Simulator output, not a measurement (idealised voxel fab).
Process module heading - voxel quadruple lines
For reference, the cross-section in this document is cut, with width 255 nm and square cells of 5 nm.
In what follows, cross-sections appear as grids of square cells, described through bands that run from the top down, where every band is one or more rows of cells.
Per band: top height and bottom height in nm, followed by the left-to-right materials and their widths in nm; "throughout" marks a single material spanning edge to edge, "empty" marks empty space.
Beneath 0, the wafer as received is one material, and that level is where height counting begins. The lowest band goes on downward without a bottom; it is written like "0 nm and below".
A width given as "30..40" starts at the first number in the band's top row and ends at the second number in its bottom row, shifting by an equal amount at every step from row to row.
Reading "nothing altered" for a step: not a cell of the cross-section changed in it.
In the "Sealed cavities" entry, you get each enclosed empty space of 8 cells or more, one with no open way to the top, written width x height at distance, distance from the left edge, in nm.
Heads up: the bit after the settings on a step's line is the simulator's remark on that step.
"overlay nm" on a masked step: distance the mask lay right of its planned place, negative for left.
### The planned process steps are enumerated hereunder
1,RECEIVE | material Si
2,CONFORMAL_DEP | material SiO2 | thk nm 10
3,DIRECTIONAL_DEP | material Ru | thk nm 10
4,DIRECTIONAL_DEP | material polySi | thk nm 20
5,DIRECTIONAL_DEP | material aC | thk nm 20
6,PATTERN | tone cover | mask id MANDREL | material resist | width nm 35 | thk nm 30 | overlay nm 0
7,DIRECTIONAL_ETCH | etch materials aC | depth nm 20
8,STRIP | etch materials resist
9,CONFORMAL_DEP | material SiO2 | thk nm 15
10,DIRECTIONAL_ETCH | etch materials SiO2 | depth nm 15
11,STRIP | etch materials aC
12,DIRECTIONAL_ETCH | etch materials polySi | depth nm 20
13,STRIP | etch materials SiO2
14,CONFORMAL_DEP | material SiCN | thk nm 10
15,DIRECTIONAL_ETCH | etch materials SiCN | depth nm 10
16,STRIP | etch materials polySi
17,DIRECTIONAL_ETCH | etch materials Ru | depth nm 10
18,STRIP | etch materials SiCN
19,FILL_DEP | material lowk | thk nm 5
20,CMP | height nm 20
### Concerning the first of two wafers, which was run in accordance with the plan
### The cross-section here shows the wafer as received, i.e. in its state after step 1
* 0 nm and below  Si throughout
* Sealed cavities: none
### Upon completion of step 2, the wafer appears in cross-section as shown
* 10 nm to 0 nm  SiO2 throughout
* Lower than 0, everything is as it was.
### Upon completion of step 3, the wafer appears in cross-section as shown
* 20 nm to 10 nm  Ru throughout
* Lower than 10, everything is as it was.
### Upon completion of step 4, the wafer appears in cross-section as shown
* 40 nm to 20 nm  polySi throughout
* Lower than 20, everything is as it was.
### Upon completion of step 5, the wafer appears in cross-section as shown
* 60 nm to 40 nm  aC throughout
* Lower than 40, everything is as it was.
### Upon completion of step 6, the wafer appears in cross-section as shown
* 90 nm to 60 nm  empty=110, then resist=35, then empty=110
* Lower than 60, everything is as it was.
### Upon completion of step 7, the wafer appears in cross-section as shown
* 70 nm to 60 nm  empty=110, then resist=35, then empty=110
* 60 nm to 40 nm  empty=110, then aC=35, then empty=110
* Lower than 40, everything is as it was.
### Upon completion of step 8, the wafer appears in cross-section as shown
* 60 nm to 40 nm  empty=110, then aC=35, then empty=110
* Lower than 40, everything is as it was.
### Upon completion of step 9, the wafer appears in cross-section as shown
* 75 nm to 60 nm  empty=95, then SiO2=65, then empty=95
* 60 nm to 55 nm  empty=95, then SiO2=15, then aC=35, then SiO2=15, then empty=95
* 55 nm to 40 nm  SiO2=110, then aC=35, then SiO2=110
* Lower than 40, everything is as it was.
### Upon completion of step 10, the wafer appears in cross-section as shown
* 60 nm to 40 nm  empty=95, then SiO2=15, then aC=35, then SiO2=15, then empty=95
* Lower than 40, everything is as it was.
### Upon completion of step 11, the wafer appears in cross-section as shown
* 60 nm to 40 nm  empty=95, then SiO2=15, then empty=35, then SiO2=15, then empty=95
* Lower than 40, everything is as it was.
### Upon completion of step 12, the wafer appears in cross-section as shown
* 60 nm to 40 nm  empty=95, then SiO2=15, then empty=35, then SiO2=15, then empty=95
* 40 nm to 20 nm  empty=95, then polySi=15, then empty=35, then polySi=15, then empty=95
* Lower than 20, everything is as it was.
### Upon completion of step 13, the wafer appears in cross-section as shown
* 40 nm to 20 nm  empty=95, then polySi=15, then empty=35, then polySi=15, then empty=95
* Lower than 20, everything is as it was.
### Upon completion of step 14, the wafer appears in cross-section as shown
* 50 nm to 40 nm  empty=85, then SiCN=35, then empty=15, then SiCN=35, then empty=85
* 40 nm to 30 nm  empty=85, then SiCN=10, then polySi=15, then SiCN=10, then empty=15, then SiCN=10, then polySi=15, then SiCN=10, then empty=85
* 30 nm to 20 nm  SiCN=95, then polySi=15, then SiCN=35, then polySi=15, then SiCN=95
* Lower than 20, everything is as it was.
### Upon completion of step 15, the wafer appears in cross-section as shown
* 40 nm to 20 nm  empty=85, then SiCN=10, then polySi=15, then SiCN=10, then empty=15, then SiCN=10, then polySi=15, then SiCN=10, then empty=85
* Lower than 20, everything is as it was.
### Upon completion of step 16, the wafer appears in cross-section as shown
* 40 nm to 20 nm  empty=85, then SiCN=10, then empty=15, then SiCN=10, then empty=15, then SiCN=10, then empty=15, then SiCN=10, then empty=85
* Lower than 20, everything is as it was.
### Upon completion of step 17, the wafer appears in cross-section as shown
* 40 nm to 20 nm  empty=85, then SiCN=10, then empty=15, then SiCN=10, then empty=15, then SiCN=10, then empty=15, then SiCN=10, then empty=85
* 20 nm to 10 nm  empty=85, then Ru=10, then empty=15, then Ru=10, then empty=15, then Ru=10, then empty=15, then Ru=10, then empty=85
* Lower than 10, everything is as it was.
### Upon completion of step 18, the wafer appears in cross-section as shown
* 20 nm to 10 nm  empty=85, then Ru=10, then empty=15, then Ru=10, then empty=15, then Ru=10, then empty=15, then Ru=10, then empty=85
* Lower than 10, everything is as it was.
### Upon completion of step 19, the wafer appears in cross-section as shown
* 25 nm to 20 nm  lowk throughout
* 20 nm to 10 nm  lowk=85, then Ru=10, then lowk=15, then Ru=10, then lowk=15, then Ru=10, then lowk=15, then Ru=10, then lowk=85
* Lower than 10, everything is as it was.
### Upon completion of step 20, the wafer appears in cross-section as shown
* 20 nm to 10 nm  lowk=85, then Ru=10, then lowk=15, then Ru=10, then lowk=15, then Ru=10, then lowk=15, then Ru=10, then lowk=85
* Lower than 10, everything is as it was.
### It is to be noted that the second wafer proceeded from the same initial state and according to the same plan as the first, although one mistake was committed in its execution; through step 2, inclusive, the two wafers share an identical history
### Second wafer shown in cross-section at the time step 3 was slated to end
* 30 nm to 10 nm  polySi throughout
* Lower than 10, everything is as it was.
### Second wafer shown in cross-section at the time step 4 was slated to end
* 40 nm to 30 nm  Ru throughout
* Lower than 30, everything is as it was.
### Second wafer shown in cross-section at the time step 5 was slated to end
* 60 nm to 40 nm  aC throughout
* Lower than 40, everything is as it was.
### Second wafer shown in cross-section at the time step 6 was slated to end
* 90 nm to 60 nm  empty=110, then resist=35, then empty=110
* Lower than 60, everything is as it was.
### Second wafer shown in cross-section at the time step 7 was slated to end
* 70 nm to 60 nm  empty=110, then resist=35, then empty=110
* 60 nm to 40 nm  empty=110, then aC=35, then empty=110
* Lower than 40, everything is as it was.
### Second wafer shown in cross-section at the time step 8 was slated to end
* 60 nm to 40 nm  empty=110, then aC=35, then empty=110
* Lower than 40, everything is as it was.
### Second wafer shown in cross-section at the time step 9 was slated to end
* 75 nm to 60 nm  empty=95, then SiO2=65, then empty=95
* 60 nm to 55 nm  empty=95, then SiO2=15, then aC=35, then SiO2=15, then empty=95
* 55 nm to 40 nm  SiO2=110, then aC=35, then SiO2=110
* Lower than 40, everything is as it was.
### Second wafer shown in cross-section at the time step 10 was slated to end
* 60 nm to 40 nm  empty=95, then SiO2=15, then aC=35, then SiO2=15, then empty=95
* Lower than 40, everything is as it was.
### Second wafer shown in cross-section at the time step 11 was slated to end
* 60 nm to 40 nm  empty=95, then SiO2=15, then empty=35, then SiO2=15, then empty=95
* Lower than 40, everything is as it was.
Second wafer shown in cross-section at the time step 12 was slated to end: nothing altered
### Second wafer shown in cross-section at the time step 13 was slated to end
* 40 nm to 30 nm  Ru throughout
* Lower than 30, everything is as it was.
### Second wafer shown in cross-section at the time step 14 was slated to end
* 50 nm to 40 nm  SiCN throughout
* Lower than 40, everything is as it was.
### Second wafer shown in cross-section at the time step 15 was slated to end
* 40 nm to 30 nm  Ru throughout
* Lower than 30, everything is as it was.
Second wafer shown in cross-section at the time step 16 was slated to end: nothing altered
### Second wafer shown in cross-section at the time step 17 was slated to end
* 30 nm to 10 nm  polySi throughout
* Lower than 10, everything is as it was.
Second wafer shown in cross-section at the time step 18 was slated to end: nothing altered
### Second wafer shown in cross-section at the time step 19 was slated to end
* 35 nm to 30 nm  lowk throughout
* Lower than 30, everything is as it was.
### Second wafer shown in cross-section at the time step 20 was slated to end
* 20 nm to 10 nm  polySi throughout
* Lower than 10, everything is as it was.
Here's what went sideways: plan vs actual: 3 and 4 interchanged
End check, counted in cells, second wafer has more or fewer of these materials than the first: -16 Ru; -86 lowk; +102 polySi
